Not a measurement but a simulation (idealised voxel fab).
process module | voxel wiring stack
In the cross-section labelled cut, the width is 205 nm and each square cell is 5 nm.
If you're reading a cross-section in this doc, picture square cells in a grid; it comes to you as bands, top ones listed first down to the bottom, and a band can be one or more rows of cells. Heights first: top, then bottom, in nm. Then materials, left to right, each with a width in nm. "edge to edge" on a single material: fills the band edge to edge. "air": empty space. Beneath 0, the wafer as received is one material, and that level is where height counting begins. The lowest band goes on downward without a bottom; it is written like "0 -> down". Note: "30->40" means the width goes from the first number (top row of the band) to the second number (bottom row) in equal steps per row of cells. Key: "changes: none" - step with no changed cell in the cross-section. Any empty space of 8 cells or more lacking an open way to the top shows up in "Completely sealed voids" as width x height at distance, distance from the left edge, in nm. Post-settings text on a step line: simulator's own remark regarding the step. Regarding "overlay nm": on a step with a mask, it is the distance the mask lay to the right of its planned place; a negative value places it to the left.

The following list gives the planned process steps:
- 1: RECEIVE (material Si)
- 2: CONFORMAL_DEP (material SiO2; thk nm 15)
- 3: DIRECTIONAL_DEP (material TiN; thk nm 5)
- 4: DIRECTIONAL_DEP (material W; thk nm 20)
- 5: DIRECTIONAL_DEP (material aC; thk nm 10)
- 6: PATTERN (tone cover; mask id METAL_1; material resist; width nm 20; pitch nm 35; thk nm 30; overlay nm 0)
- 7: DIRECTIONAL_ETCH (etch materials aC; depth nm 10)
- 8: STRIP (etch materials resist)
- 9: DIRECTIONAL_ETCH (etch materials W; depth nm 20)
- 10: DIRECTIONAL_ETCH (etch materials TiN; depth nm 5)
- 11: STRIP (etch materials aC)
- 12: CONFORMAL_DEP (material SiN; thk nm 5)
- 13: FILL_DEP (material SiO2; thk nm 5)
- 14: CMP (height nm 40)
- 15: CONFORMAL_DEP (material SiCN; thk nm 5)
- 16: DIRECTIONAL_DEP (material lowk; thk nm 30)
- 17: MASKED_ETCH (tone open; mask id METAL_2_HOLES; width nm 15; pitch nm 70; etch materials lowk; depth nm 30; overlay nm 0)
- 18: PATTERN (tone open; mask id METAL_2; material resist; width nm 20; pitch nm 35; thk nm 20; overlay nm 0)
- 19: DIRECTIONAL_ETCH (etch materials lowk; depth nm 15)
- 20: DIRECTIONAL_ETCH (etch materials SiCN; depth nm 5)
- 21: STRIP (etch materials resist)
- 22: CONFORMAL_DEP (material TiN; thk nm 5)
- 23: FILL_DEP (material Ru; thk nm 5)
- 24: CMP (height nm 75)
- 25: CONFORMAL_DEP (material SiCN; thk nm 5)
- 26: DIRECTIONAL_DEP (material SiO2; thk nm 35)
- 27: DIRECTIONAL_DEP (material aC; thk nm 15)
- 28: PATTERN (tone open; mask id METAL_3; material resist; width nm 20; pitch nm 35; thk nm 30; overlay nm 0)
- 29: DIRECTIONAL_ETCH (etch materials aC; depth nm 15)
- 30: STRIP (etch materials resist)
- 31: DIRECTIONAL_ETCH (etch materials SiO2; depth nm 20)
- 32: STRIP (etch materials aC)
- 33: MASKED_ETCH (tone open; mask id METAL_3_HOLES; width nm 15; pitch nm 70; etch materials SiO2; depth nm 15; overlay nm 0)
- 34: MASKED_ETCH (tone open; mask id METAL_3_HOLES; width nm 15; pitch nm 70; etch materials SiCN; depth nm 5; overlay nm 0)
- 35: CONFORMAL_DEP (material TiN; thk nm 5)
- 36: FILL_DEP (material Ru; thk nm 5)
- 37: CMP (height nm 115)
- 38: CONFORMAL_DEP (material SiCN; thk nm 5)
- 39: DIRECTIONAL_DEP (material SiO2; thk nm 35)
- 40: DIRECTIONAL_DEP (material aC; thk nm 10)
- 41: PATTERN (tone open; mask id METAL_4; material resist; width nm 20; pitch nm 35; thk nm 25; overlay nm 0)
- 42: DIRECTIONAL_ETCH (etch materials aC; depth nm 10)
- 43: STRIP (etch materials resist)
- 44: DIRECTIONAL_ETCH (etch materials SiO2; depth nm 20)
- 45: STRIP (etch materials aC)
- 46: PATTERN (tone open; mask id METAL_4_HOLES; material resist; width nm 15; pitch nm 70; thk nm 20; overlay nm 0)
- 47: DIRECTIONAL_ETCH (etch materials SiO2; depth nm 15)
- 48: DIRECTIONAL_ETCH (etch materials SiCN; depth nm 5)
- 49: STRIP (etch materials resist)
- 50: CONFORMAL_DEP (material TiN; thk nm 5)
- 51: FILL_DEP (material Cu; thk nm 10)
- 52: CMP (height nm 155)
- 53: CONFORMAL_DEP (material SiCN; thk nm 5)
Variable across wafers: step 46 width nm (plan value is that of the first wafer; starting state common to all).

As-received cross-section, first of several wafers, post step 1:
	0 -> down  Si edge to edge
	Completely sealed voids: none

Below, a row for every wafer. Read it as the end-of-module picture: for each material the wafer shows its cells gained (+) or lost (-) since it was received, and then its closed voids:
width nm 15, +32 Cu, +56 Ru, +146 SiCN, +57 SiN, +601 SiO2, +176 TiN, +64 W, +180 lowk, Completely sealed voids: none
width nm 20, +40 Cu, +56 Ru, +144 SiCN, +57 SiN, +595 SiO2, +176 TiN, +64 W, +180 lowk, Completely sealed voids: none
width nm 25, +44 Cu, +56 Ru, +144 SiCN, +57 SiN, +589 SiO2, +178 TiN, +64 W, +180 lowk, Completely sealed voids: none
width nm 30, +48 Cu, +56 Ru, +144 SiCN, +57 SiN, +583 SiO2, +180 TiN, +64 W, +180 lowk, Completely sealed voids: none
